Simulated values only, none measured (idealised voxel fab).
This is a process module. Its name is voxel air gaps.
Cross-section cut spans 280 nm and uses square cells 5 nm in size.
Think of the cross-section as a grid of square cells. We describe it in bands, top to bottom, and each band covers one or more rows of those cells. Heights first: top, then bottom, in nm. Then materials, left to right, each with a width in nm. "full width" on a single material: fills the band edge to edge. "blank": empty space. Below 0: as-received wafer, all one material; heights counted from there. Lowest band: no bottom, goes on down, written "0..down". Top row gets the first number, bottom row gets the second, and each row in between changes by the same step: that is how a band width like "30..40" works. Take "identical to before" at face value: in the step it is given for, the cross-section changed in none of its cells. Listed in "closed voids": every empty space of 8 or more cells without an open way to the top. Form: width x height at distance, the distance being from the left edge, all in nm. Where a step's line continues beyond its settings, the continuation is a remark by the simulator itself on that step. Regarding "overlay nm": on a step with a mask, it is the distance the mask lay to the right of its planned place; a negative value places it to the left.
[List of planned process steps]
1: RECEIVE, material Si
2: CONFORMAL_DEP, material SiO2, thk nm 10
3: CONFORMAL_DEP, material SiCN, thk nm 5
4: DIRECTIONAL_DEP, material lowk, thk nm 40
5: DIRECTIONAL_DEP, material aC, thk nm 15
6: PATTERN, tone open, mask id LINES, material resist, width nm 25, pitch nm 50, thk nm 30, overlay nm 0
7: DIRECTIONAL_ETCH, etch materials aC, depth nm 15
8: STRIP, etch materials resist
9: DIRECTIONAL_ETCH, etch materials lowk, depth nm 40
10: STRIP, etch materials aC
11: CONFORMAL_DEP, material TiN, thk nm 5
12: FILL_DEP, material Ru, thk nm 10
13: CMP, height nm 55
14: EPI, material Ru, thk nm 10
15: SELECTIVE_ETCH, etch materials lowk, depth nm 50
16: CONFORMAL_DEP, material SiCN, thk nm 5
The plan's step 3 thk nm is the first wafer's value; the wafers differ in this setting and start identical.
[Cross-section: the first of several wafers in its as-received state, i.e. following step 1]
> 0..down: Si full width
> closed voids: none
[Shown in cross-section: the first of several wafers at the end of the module, after its last step, step 16]
> 70..65: 60 nm blank, then 155 nm SiCN, then 65 nm blank
> 65..55: 60 nm blank, then 5 nm SiCN, then 45 nm Ru, then 5 nm SiCN, then 45 nm Ru, then 5 nm SiCN, then 45 nm Ru, then 5 nm SiCN, then 65 nm blank
> 55..50: 60 nm blank, then 15 nm SiCN, then 5 nm TiN, then 15 nm Ru, then 5 nm TiN, then 25 nm SiCN, then 5 nm TiN, then 15 nm Ru, then 5 nm TiN, then 25 nm SiCN, then 5 nm TiN, then 15 nm Ru, then 5 nm TiN, then 15 nm SiCN, then 65 nm blank
> 50..20: 70 nm blank, then 5 nm SiCN, then 5 nm TiN, then 15 nm Ru, then 5 nm TiN, then 5 nm SiCN, then 15 nm blank, then 5 nm SiCN, then 5 nm TiN, then 15 nm Ru, then 5 nm TiN, then 5 nm SiCN, then 15 nm blank, then 5 nm SiCN, then 5 nm TiN, then 15 nm Ru, then 5 nm TiN, then 5 nm SiCN, then 75 nm blank
> 20..15: 75 nm SiCN, then 25 nm TiN, then 25 nm SiCN, then 25 nm TiN, then 25 nm SiCN, then 25 nm TiN, then 80 nm SiCN
> 15..10: SiCN full width
> 10..0: SiO2 full width
> 0..down: Si full width
> closed voids: 15 x 30 at 105; 15 x 30 at 155
[Of the several wafers, the last: cross-section at the end of the module]
> 70..65: 60 nm blank, then 155 nm SiCN, then 65 nm blank
> 65..55: 60 nm blank, then 5 nm SiCN, then 45 nm Ru, then 5 nm SiCN, then 45 nm Ru, then 5 nm SiCN, then 45 nm Ru, then 5 nm SiCN, then 65 nm blank
> 55..50: 60 nm blank, then 15 nm SiCN, then 5 nm TiN, then 15 nm Ru, then 5 nm TiN, then 25 nm SiCN, then 5 nm TiN, then 15 nm Ru, then 5 nm TiN, then 25 nm SiCN, then 5 nm TiN, then 15 nm Ru, then 5 nm TiN, then 15 nm SiCN, then 65 nm blank
> 50..35: 70 nm blank, then 5 nm SiCN, then 5 nm TiN, then 15 nm Ru, then 5 nm TiN, then 5 nm SiCN, then 15 nm blank, then 5 nm SiCN, then 5 nm TiN, then 15 nm Ru, then 5 nm TiN, then 5 nm SiCN, then 15 nm blank, then 5 nm SiCN, then 5 nm TiN, then 15 nm Ru, then 5 nm TiN, then 5 nm SiCN, then 75 nm blank
> 35..30: 75 nm SiCN, then 25 nm TiN, then 25 nm SiCN, then 25 nm TiN, then 25 nm SiCN, then 25 nm TiN, then 80 nm SiCN
> 30..10: SiCN full width
> 10..0: SiO2 full width
> 0..down: Si full width
> closed voids: 15 x 15 at 105; 15 x 15 at 155
[Per-wafer rows below. For each material: cells gained (+) or lost (-) since the wafer was received, as of end of module. Then: closed voids]
thk nm 5 | +117 Ru | +188 SiCN | +112 SiO2 | +57 TiN | closed voids: 15 x 30 at 105; 15 x 30 at 155
thk nm 10 | +108 Ru | +238 SiCN | +112 SiO2 | +51 TiN | closed voids: 15 x 25 at 105; 15 x 25 at 155
thk nm 15 | +99 Ru | +288 SiCN | +112 SiO2 | +45 TiN | closed voids: 15 x 20 at 105; 15 x 20 at 155
thk nm 20 | +90 Ru | +338 SiCN | +112 SiO2 | +39 TiN | closed voids: 15 x 15 at 105; 15 x 15 at 155
